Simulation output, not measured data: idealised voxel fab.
Process module under the name voxel capacitor over wiring
Cross-section cut spans 220 nm and uses square cells 5 nm in size.
Cross-section, as written here: a square-cell grid given band by band from the top down, where a band holds one or more rows of cells.
What a band's entry tells you: where the top is and where the bottom is, as heights in nm, and after that what lies inside, material by material from left to right, each with its width in nm. Empty space is written as the word "empty", and a single material marked with the word "everywhere" occupies the band from edge to edge.
Below 0: as-received wafer, all one material; heights counted from there. Lowest band: no bottom, goes on down, written "from 0 down".
A width given as "30 to 40" starts at the first number in the band's top row and ends at the second number in its bottom row, shifting by an equal amount at every step from row to row.
Take "left unchanged" at face value: in the step it is given for, the cross-section changed in none of its cells.
Reported under the label "Sealed cavities" are the empty spaces having no open way to the top and comprising 8 cells or more; the notation for each is width x height at distance, in which the distance is measured from the left edge and all three values are in nm.
Step line, after settings: the simulator's comment on this step.
Steps that use a mask can have "overlay nm" on their line. It says how far the mask sat to the right of where it was meant to be. Negative means to the left.
INTENDED PROCESS STEPS
1: RECEIVE,material Si
2: CONFORMAL_DEP,material SiO2,thk nm 10
3: CONFORMAL_DEP,material SiN,thk nm 5
4: DIRECTIONAL_DEP,material lowk,thk nm 15
5: PATTERN,tone open,mask id METAL_1,material resist,width nm 20,pitch nm 70,thk nm 15,overlay nm 0
6: DIRECTIONAL_ETCH,etch materials lowk,depth nm 15
7: DIRECTIONAL_ETCH,etch materials SiN,depth nm 5
8: STRIP,etch materials resist
9: CONFORMAL_DEP,material TiN,thk nm 5
10: FILL_DEP,material Cu,thk nm 10
11: CMP,height nm 30
12: CONFORMAL_DEP,material SiCN,thk nm 5
13: DIRECTIONAL_DEP,material lowk,thk nm 20
14: DIRECTIONAL_DEP,material aC,thk nm 10
15: PATTERN,tone open,mask id PLUG_1,material resist,width nm 15,thk nm 30,overlay nm 0
16: DIRECTIONAL_ETCH,etch materials aC,depth nm 10
17: STRIP,etch materials resist
18: DIRECTIONAL_ETCH,etch materials lowk,depth nm 20
19: DIRECTIONAL_ETCH,etch materials SiCN,depth nm 5
20: STRIP,etch materials aC
21: EPI,material Ru,thk nm 10
22: EPI,material Ru,thk nm 10
23: EPI,material Ru,thk nm 5
24: DIRECTIONAL_DEP,material TiN,thk nm 10
25: DIRECTIONAL_DEP,material SiN,thk nm 5
26: DIRECTIONAL_DEP,material TiN,thk nm 10
27: PATTERN,tone cover,mask id UPPER_PLATE,material resist,width nm 45,thk nm 15,overlay nm 0
28: DIRECTIONAL_ETCH,etch materials TiN,depth nm 10
29: DIRECTIONAL_ETCH,etch materials SiN,depth nm 5
30: STRIP,etch materials resist
31: MASKED_ETCH,tone cover,mask id LOWER_PLATE,width nm 65,etch materials TiN,depth nm 10,overlay nm 0
32: FILL_DEP,material SiO2,thk nm 15
33: CMP,height nm 90
34: DIRECTIONAL_DEP,material aC,thk nm 15
35: PATTERN,tone open,mask id PLUG_2,material resist,width nm 15,thk nm 30,overlay nm 0
36: DIRECTIONAL_ETCH,etch materials aC,depth nm 15
37: STRIP,etch materials resist
38: DIRECTIONAL_ETCH,etch materials SiO2,depth nm 10
39: STRIP,etch materials aC
40: CONFORMAL_DEP,material TiN,thk nm 5
41: FILL_DEP,material Cu,thk nm 5
42: CMP,height nm 90
43: CONFORMAL_DEP,material SiCN,thk nm 5
Don't read the plan's width nm for step 27 as applying to every wafer: that's the first wafer's value, and the wafers differ in it, though they all start identical.
CROSS-SECTION OF THE FIRST OF SEVERAL WAFERS ON RECEIPT, REFLECTING COMPLETION OF STEP 1
> from 0 down  Si everywhere
> Sealed cavities: none
FIRST WAFER AT THE END, AFTER STEP 43
> from 95 to 90  SiCN everywhere
> from 90 to 85  SiO2: 80; TiN: 5; Cu: 5; TiN: 5; SiO2: 125
> from 85 to 80  SiO2: 80; TiN: 15; SiO2: 125
> from 80 to 70  SiO2: 75; TiN: 45; SiO2: 100
> from 70 to 65  SiO2: 75; SiN: 45; SiO2: 100
> from 65 to 55  SiO2: 65; TiN: 65; SiO2: 90
> from 55 to 35  lowk: 70; Ru: 15; lowk: 135
> from 35 to 30  SiCN: 70; Ru: 15; SiCN: 135
> from 30 to 15  lowk: 65; TiN: 5; Cu: 10; TiN: 5; lowk: 50; TiN: 5; Cu: 10; TiN: 5; lowk: 65
> from 15 to 10  SiN: 65; TiN: 20; SiN: 50; TiN: 20; SiN: 65
> from 10 to 0  SiO2 everywhere
> from 0 down  Si everywhere
> Sealed cavities: none
LAST WAFER OF THE SET, CROSS-SECTIONED AT END OF MODULE
> from 95 to 90  SiCN everywhere
> from 90 to 85  SiO2: 80; TiN: 5; Cu: 5; TiN: 5; SiO2: 125
> from 85 to 80  SiO2: 80; TiN: 15; SiO2: 125
> from 80 to 70  SiO2: 65; TiN: 65; SiO2: 90
> from 70 to 65  SiO2: 65; SiN: 70; SiO2: 85
> from 65 to 55  SiO2: 65; TiN: 70; SiO2: 85
> from 55 to 35  lowk: 70; Ru: 15; lowk: 135
> from 35 to 30  SiCN: 70; Ru: 15; SiCN: 135
> from 30 to 15  lowk: 65; TiN: 5; Cu: 10; TiN: 5; lowk: 50; TiN: 5; Cu: 10; TiN: 5; lowk: 65
> from 15 to 10  SiN: 65; TiN: 20; SiN: 50; TiN: 20; SiN: 65
> from 10 to 0  SiO2 everywhere
> from 0 down  Si everywhere
> Sealed cavities: none
BASICALLY EACH WAFER GETS A LINE IN THE TABLE, SHOWING IT AT THE END OF THE MODULE: MATERIAL BY MATERIAL, THE CELLS IT GAINED (+) OR LOST (-) SINCE WE GOT IT, THEN ITS CLOSED VOIDS
width nm 45, +13 Cu, +15 Ru, +85 SiCN, +45 SiN, +337 SiO2, +69 TiN, +272 lowk, Sealed cavities: none
width nm 50, +13 Cu, +15 Ru, +85 SiCN, +46 SiN, +334 SiO2, +71 TiN, +272 lowk, Sealed cavities: none
width nm 55, +13 Cu, +15 Ru, +85 SiCN, +47 SiN, +331 SiO2, +73 TiN, +272 lowk, Sealed cavities: none
width nm 60, +13 Cu, +15 Ru, +85 SiCN, +48 SiN, +328 SiO2, +75 TiN, +272 lowk, Sealed cavities: none
width nm 65, +13 Cu, +15 Ru, +85 SiCN, +49 SiN, +325 SiO2, +77 TiN, +272 lowk, Sealed cavities: none
width nm 70, +13 Cu, +15 Ru, +85 SiCN, +50 SiN, +322 SiO2, +79 TiN, +272 lowk, Sealed cavities: none
